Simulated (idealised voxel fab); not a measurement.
The following is a process module called voxel self aligned contacts.
Cross-section cut spans 165 nm and uses square cells 5 nm in size.
A cross-section in this document is a grid of square cells, and it is written down as bands, the top band listed before the ones below it; a band is made up of one or more rows of cells.
First you get the band's top height and its bottom height, in nm, and then the materials it's made of, left to right, with each width in nm. If you see a single material with "edge to edge", that one covers the band edge to edge. "empty" is empty space.
For the purposes of this specification, 0 denotes the height below which the wafer in its as-received condition is composed wholly of one material, and the lowermost band, lacking a lower limit, extends downward without end, as expressed in "0..down".
The expression "30 to 40" gives the width at the extremes of the band, the first number at its top row of cells and the second at its bottom row, with the width changing by equal amounts from each row to the next in between.
Step note "nothing changed" = no cross-section cell changed.
Any empty space of 8 cells or more lacking an open way to the top shows up in "Internal closed voids" as width x height at distance, distance from the left edge, in nm.
On each step's line, the part that comes after the settings is the simulator's own comment on the step.
overlay nm: right-of-plan distance of the mask on a masked step; negative values mean left-of-plan.

## The planned process steps are enumerated hereunder
step 1: RECEIVE [material Si]
step 2: OXIDIZE [depth nm 5]
step 3: DIRECTIONAL_DEP [material polySi] [thk nm 30]
step 4: DIRECTIONAL_DEP [material SiN] [thk nm 15]
step 5: PATTERN [tone cover] [mask id GATE] [material resist] [width nm 30] [pitch nm 60] [thk nm 15] [overlay nm 0]
step 6: DIRECTIONAL_ETCH [etch materials SiN] [depth nm 15]
step 7: DIRECTIONAL_ETCH [etch materials polySi] [depth nm 30]
step 8: STRIP [etch materials resist]
step 9: CONFORMAL_DEP [material SiN] [thk nm 5]
step 10: DIRECTIONAL_ETCH [etch materials SiN] [depth nm 5]
step 11: FILL_DEP [material SiO2] [thk nm 20]
step 12: CMP [height nm 55]
step 13: PATTERN [tone open] [mask id CONTACT] [material resist] [width nm 40] [thk nm 15] [overlay nm 0]
step 14: DIRECTIONAL_ETCH [etch materials SiO2] [depth nm 60]
step 15: STRIP [etch materials resist]
step 16: CONFORMAL_DEP [material TiN] [thk nm 5]
step 17: FILL_DEP [material Ru] [thk nm 10]
step 18: CMP [height nm 55]
step 19: CONFORMAL_DEP [material SiN] [thk nm 5]

## Cross-sectional view of the wafer in its as-received condition, corresponding to the state after step 1
- 0..down | Si edge to edge
- Internal closed voids: none

## a wafer at the end: this start, this plan, one mistake
- 60..55 | SiN edge to edge
- 55..45 | SiO2 (60) | TiN (5 to 15) | Ru (30 to 15) | TiN (5 to 10) | SiO2 (65)
- 45..30 | SiO2 (35) | SiN (35) | TiN (5) | Ru (15) | TiN (5) | SiN (35) | SiO2 (35)
- 30..0 | SiO2 (35) | SiN (5) | polySi (25) | SiN (5) | TiN (5) | Ru (15) | TiN (5) | SiN (5) | polySi (25) | SiN (5) | SiO2 (35)
- 0..-5 | SiO2 (70) | TiN (25) | SiO2 (70)
- -5..down | Si edge to edge
- Internal closed voids: none
Finding, execution versus plan: step 5 did not happen as planned, as run it was PATTERN [tone cover] [mask id GATE] [material resist] [width nm 25] [pitch nm 60] [thk nm 15] [overlay nm 0]
